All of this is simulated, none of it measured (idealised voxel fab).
process module | voxel gate over fins
255 nm wide, 5 nm square cells: that's cross-section cut.
The cross-sections in this document take the form of a grid made of square cells. They are written out as bands, in order from top to bottom. Each band consists of one or more rows of cells. This entry defines a band. It first specifies the height of the band's top and the height of its bottom in nm, and then specifies the band's materials from left to right, stating each material with its width in nm. The word "all across" identifies a single material that fills the band from edge to edge, while the word "air" identifies empty space. It should be noted that heights are counted from 0, beneath which the wafer as supplied is of one material throughout, and that the lowest band possesses no lower boundary but continues downward, as written in "top 0, no bottom". Per-row width for "30 to 40": begins at first number (top row of band), ends at second number (bottom row), increment between rows held constant. A step reported as "no change occurred" is a step in which no cell of the cross-section changed. Look at "Fully enclosed voids" for the closed voids: empty spaces with no open path to the top, sized 8 cells or up. Each is width x height at distance, distance from the left edge, all nm. If you see something after the settings on a step's line, that's the simulator's own remark about that step. For masked steps, "overlay nm" on the step line gives how far right of plan the mask actually lay; a minus sign means it lay to the left.

# Planned process steps
| 1 | RECEIVE (material Si) |
| 2 | CONFORMAL_DEP (material SiN; thk nm 10) |
| 3 | PATTERN (tone cover; mask id FINS; material resist; width nm 15; pitch nm 35; thk nm 15; overlay nm 0) |
| 4 | DIRECTIONAL_ETCH (etch materials SiN; depth nm 10) |
| 5 | DIRECTIONAL_ETCH (etch materials Si; depth nm 30) |
| 6 | STRIP (etch materials resist) |
| 7 | OXIDIZE (depth nm 5) |
| 8 | FILL_DEP (material SiO2; thk nm 10) |
| 9 | CMP (height nm 10) |
| 10 | SELECTIVE_ETCH (etch materials SiO2; depth nm 20) |
| 11 | STRIP (etch materials SiN) |
| 12 | CONFORMAL_DEP (material HfO2; thk nm 5) |
| 13 | CONFORMAL_DEP (material TiN; thk nm 5) |
| 14 | FILL_DEP (material W; thk nm 10) |
| 15 | CMP (height nm 15) |
| 16 | CONFORMAL_DEP (material SiCN; thk nm 5) |

# First of two wafers, processed according to plan

# Cross-section: wafer on arrival = after step 1
> top 0, no bottom: Si all across
> Fully enclosed voids: none

# Step 2 complete: cross-section through the wafer
> top 10, bottom 0: SiN all across
> Under 0: no change, same as before.

# Step 3 complete: cross-section through the wafer
> top 25, bottom 10: 85 of air; 15 of resist; 20 of air; 15 of resist; 20 of air; 15 of resist; 85 of air
> Under 10: no change, same as before.

# Step 4 complete: cross-section through the wafer
> top 25, bottom 10: 85 of air; 15 of resist; 20 of air; 15 of resist; 20 of air; 15 of resist; 85 of air
> top 10, bottom 0: 85 of air; 15 of SiN; 20 of air; 15 of SiN; 20 of air; 15 of SiN; 85 of air
> Under 0: no change, same as before.

# Step 5 complete: cross-section through the wafer
> top 25, bottom 10: 85 of air; 15 of resist; 20 of air; 15 of resist; 20 of air; 15 of resist; 85 of air
> top 10, bottom 0: 85 of air; 15 of SiN; 20 of air; 15 of SiN; 20 of air; 15 of SiN; 85 of air
> top 0, bottom -30: 85 of air; 15 of Si; 20 of air; 15 of Si; 20 of air; 15 of Si; 85 of air
> Under -30: no change, same as before.

# Step 6 complete: cross-section through the wafer
> top 10, bottom 0: 85 of air; 15 of SiN; 20 of air; 15 of SiN; 20 of air; 15 of SiN; 85 of air
> Under 0: no change, same as before.

# Step 7 complete: cross-section through the wafer
> top 10, bottom 0: 85 of air; 15 of SiN; 20 of air; 15 of SiN; 20 of air; 15 of SiN; 85 of air
> top 0, bottom -30: 85 of air; 5 of SiO2; 5 of Si; 5 of SiO2; 20 of air; 5 of SiO2; 5 of Si; 5 of SiO2; 20 of air; 5 of SiO2; 5 of Si; 5 of SiO2; 85 of air
> top -30, bottom -35: 90 of SiO2; 5 of Si; 30 of SiO2; 5 of Si; 30 of SiO2; 5 of Si; 90 of SiO2
> Under -35: no change, same as before.

# Step 8 complete: cross-section through the wafer
> top 20, bottom 10: SiO2 all across
> top 10, bottom 0: 85 of SiO2; 15 of SiN; 20 of SiO2; 15 of SiN; 20 of SiO2; 15 of SiN; 85 of SiO2
> top 0, bottom -35: 90 of SiO2; 5 of Si; 30 of SiO2; 5 of Si; 30 of SiO2; 5 of Si; 90 of SiO2
> Under -35: no change, same as before.

# Step 9 complete: cross-section through the wafer
> top 10, bottom 0: 85 of SiO2; 15 of SiN; 20 of SiO2; 15 of SiN; 20 of SiO2; 15 of SiN; 85 of SiO2
> Under 0: no change, same as before.

# Step 10 complete: cross-section through the wafer
> top 10, bottom 0: 85 of air; 15 of SiN; 20 of air; 15 of SiN; 20 of air; 15 of SiN; 85 of air
> top 0, bottom -10: 90 of air; 5 of Si; 30 of air; 5 of Si; 30 of air; 5 of Si; 90 of air
> Under -10: no change, same as before.

# Step 11 complete: cross-section through the wafer
> top 0, bottom -10: 90 of air; 5 of Si; 30 of air; 5 of Si; 30 of air; 5 of Si; 90 of air
> Under -10: no change, same as before.

# Step 12 complete: cross-section through the wafer
> top 5, bottom 0: 85 of air; 15 of HfO2; 20 of air; 15 of HfO2; 20 of air; 15 of HfO2; 85 of air
> top 0, bottom -5: 85 of air; 5 of HfO2; 5 of Si; 5 of HfO2; 20 of air; 5 of HfO2; 5 of Si; 5 of HfO2; 20 of air; 5 of HfO2; 5 of Si; 5 of HfO2; 85 of air
> top -5, bottom -10: 90 of HfO2; 5 of Si; 30 of HfO2; 5 of Si; 30 of HfO2; 5 of Si; 90 of HfO2
> Under -10: no change, same as before.

# Step 13 complete: cross-section through the wafer
> top 10, bottom 5: 80 of air; 25 of TiN; 10 of air; 25 of TiN; 10 of air; 25 of TiN; 80 of air
> top 5, bottom 0: 80 of air; 5 of TiN; 15 of HfO2; 5 of TiN; 10 of air; 5 of TiN; 15 of HfO2; 5 of TiN; 10 of air; 5 of TiN; 15 of HfO2; 5 of TiN; 80 of air
> top 0, bottom -5: 85 of TiN; 5 of HfO2; 5 of Si; 5 of HfO2; 20 of TiN; 5 of HfO2; 5 of Si; 5 of HfO2; 20 of TiN; 5 of HfO2; 5 of Si; 5 of HfO2; 85 of TiN
> Under -5: no change, same as before.

# Step 14 complete: cross-section through the wafer
> top 20, bottom 10: W all across
> top 10, bottom 5: 80 of W; 25 of TiN; 10 of W; 25 of TiN; 10 of W; 25 of TiN; 80 of W
> top 5, bottom 0: 80 of W; 5 of TiN; 15 of HfO2; 5 of TiN; 10 of W; 5 of TiN; 15 of HfO2; 5 of TiN; 10 of W; 5 of TiN; 15 of HfO2; 5 of TiN; 80 of W
> Under 0: no change, same as before.

# Step 15 complete: cross-section through the wafer
> top 15, bottom 10: W all across
> Under 10: no change, same as before.

# Step 16 complete: cross-section through the wafer
> top 20, bottom 15: SiCN all across
> Under 15: no change, same as before.

# Second of two: same start, same plan, one run error; steps up to and including 2 match the first

# Cross-section, second wafer, at the end time the plan gives for step 3
> top 25, bottom 10: 85 of air; 20 of resist; 15 of air; 20 of resist; 15 of air; 20 of resist; 80 of air
> Under 10: no change, same as before.

# Cross-section, second wafer, at the end time the plan gives for step 4
> top 25, bottom 10: 85 of air; 20 of resist; 15 of air; 20 of resist; 15 of air; 20 of resist; 80 of air
> top 10, bottom 0: 85 of air; 20 of SiN; 15 of air; 20 of SiN; 15 of air; 20 of SiN; 80 of air
> Under 0: no change, same as before.

# Cross-section, second wafer, at the end time the plan gives for step 5
> top 25, bottom 10: 85 of air; 20 of resist; 15 of air; 20 of resist; 15 of air; 20 of resist; 80 of air
> top 10, bottom 0: 85 of air; 20 of SiN; 15 of air; 20 of SiN; 15 of air; 20 of SiN; 80 of air
> top 0, bottom -30: 85 of air; 20 of Si; 15 of air; 20 of Si; 15 of air; 20 of Si; 80 of air
> Under -30: no change, same as before.

# Cross-section, second wafer, at the end time the plan gives for step 6
> top 10, bottom 0: 85 of air; 20 of SiN; 15 of air; 20 of SiN; 15 of air; 20 of SiN; 80 of air
> Under 0: no change, same as before.

# Cross-section, second wafer, at the end time the plan gives for step 7
> top 10, bottom 0: 85 of air; 20 of SiN; 15 of air; 20 of SiN; 15 of air; 20 of SiN; 80 of air
> top 0, bottom -30: 85 of air; 5 of SiO2; 10 of Si; 5 of SiO2; 15 of air; 5 of SiO2; 10 of Si; 5 of SiO2; 15 of air; 5 of SiO2; 10 of Si; 5 of SiO2; 80 of air
> top -30, bottom -35: 90 of SiO2; 10 of Si; 25 of SiO2; 10 of Si; 25 of SiO2; 10 of Si; 85 of SiO2
> Under -35: no change, same as before.

# Cross-section, second wafer, at the end time the plan gives for step 8
> top 20, bottom 10: SiO2 all across
> top 10, bottom 0: 85 of SiO2; 20 of SiN; 15 of SiO2; 20 of SiN; 15 of SiO2; 20 of SiN; 80 of SiO2
> top 0, bottom -35: 90 of SiO2; 10 of Si; 25 of SiO2; 10 of Si; 25 of SiO2; 10 of Si; 85 of SiO2
> Under -35: no change, same as before.

# Cross-section, second wafer, at the end time the plan gives for step 9
> top 10, bottom 0: 85 of SiO2; 20 of SiN; 15 of SiO2; 20 of SiN; 15 of SiO2; 20 of SiN; 80 of SiO2
> Under 0: no change, same as before.

# Cross-section, second wafer, at the end time the plan gives for step 10
> top 10, bottom 0: 85 of air; 20 of SiN; 15 of air; 20 of SiN; 15 of air; 20 of SiN; 80 of air
> top 0, bottom -10: 90 of air; 10 of Si; 25 of air; 10 of Si; 25 of air; 10 of Si; 85 of air
> Under -10: no change, same as before.

# Cross-section, second wafer, at the end time the plan gives for step 11
> top 0, bottom -10: 90 of air; 10 of Si; 25 of air; 10 of Si; 25 of air; 10 of Si; 85 of air
> Under -10: no change, same as before.

# Cross-section, second wafer, at the end time the plan gives for step 12
> top 5, bottom 0: 85 of air; 20 of HfO2; 15 of air; 20 of HfO2; 15 of air; 20 of HfO2; 80 of air
> top 0, bottom -5: 85 of air; 5 of HfO2; 10 of Si; 5 of HfO2; 15 of air; 5 of HfO2; 10 of Si; 5 of HfO2; 15 of air; 5 of HfO2; 10 of Si; 5 of HfO2; 80 of air
> top -5, bottom -10: 90 of HfO2; 10 of Si; 25 of HfO2; 10 of Si; 25 of HfO2; 10 of Si; 85 of HfO2
> Under -10: no change, same as before.

# Cross-section, second wafer, at the end time the plan gives for step 13
> top 10, bottom 5: 80 of air; 30 of TiN; 5 of air; 30 of TiN; 5 of air; 30 of TiN; 75 of air
> top 5, bottom 0: 80 of air; 5 of TiN; 20 of HfO2; 5 of TiN; 5 of air; 5 of TiN; 20 of HfO2; 5 of TiN; 5 of air; 5 of TiN; 20 of HfO2; 5 of TiN; 75 of air
> top 0, bottom -5: 85 of TiN; 5 of HfO2; 10 of Si; 5 of HfO2; 15 of TiN; 5 of HfO2; 10 of Si; 5 of HfO2; 15 of TiN; 5 of HfO2; 10 of Si; 5 of HfO2; 80 of TiN
> Under -5: no change, same as before.

# Cross-section, second wafer, at the end time the plan gives for step 14
> top 20, bottom 10: W all across
> top 10, bottom 5: 80 of W; 30 of TiN; 5 of W; 30 of TiN; 5 of W; 30 of TiN; 75 of W
> top 5, bottom 0: 80 of W; 5 of TiN; 20 of HfO2; 5 of TiN; 5 of W; 5 of TiN; 20 of HfO2; 5 of TiN; 5 of W; 5 of TiN; 20 of HfO2; 5 of TiN; 75 of W
> Under 0: no change, same as before.

# Cross-section, second wafer, at the end time the plan gives for step 15
> top 15, bottom 10: W all across
> Under 10: no change, same as before.

# Cross-section, second wafer, at the end time the plan gives for step 16
> top 20, bottom 15: SiCN all across
> Under 15: no change, same as before.
what went wrong: step 3 was not run as planned; what actually ran was PATTERN (tone cover; mask id FINS; material resist; width nm 20; pitch nm 35; thk nm 15; overlay nm 0)
End check, counted in cells, second wafer has more or fewer of these materials than the first: 21 more of Si; 15 fewer of SiO2; 6 fewer of W
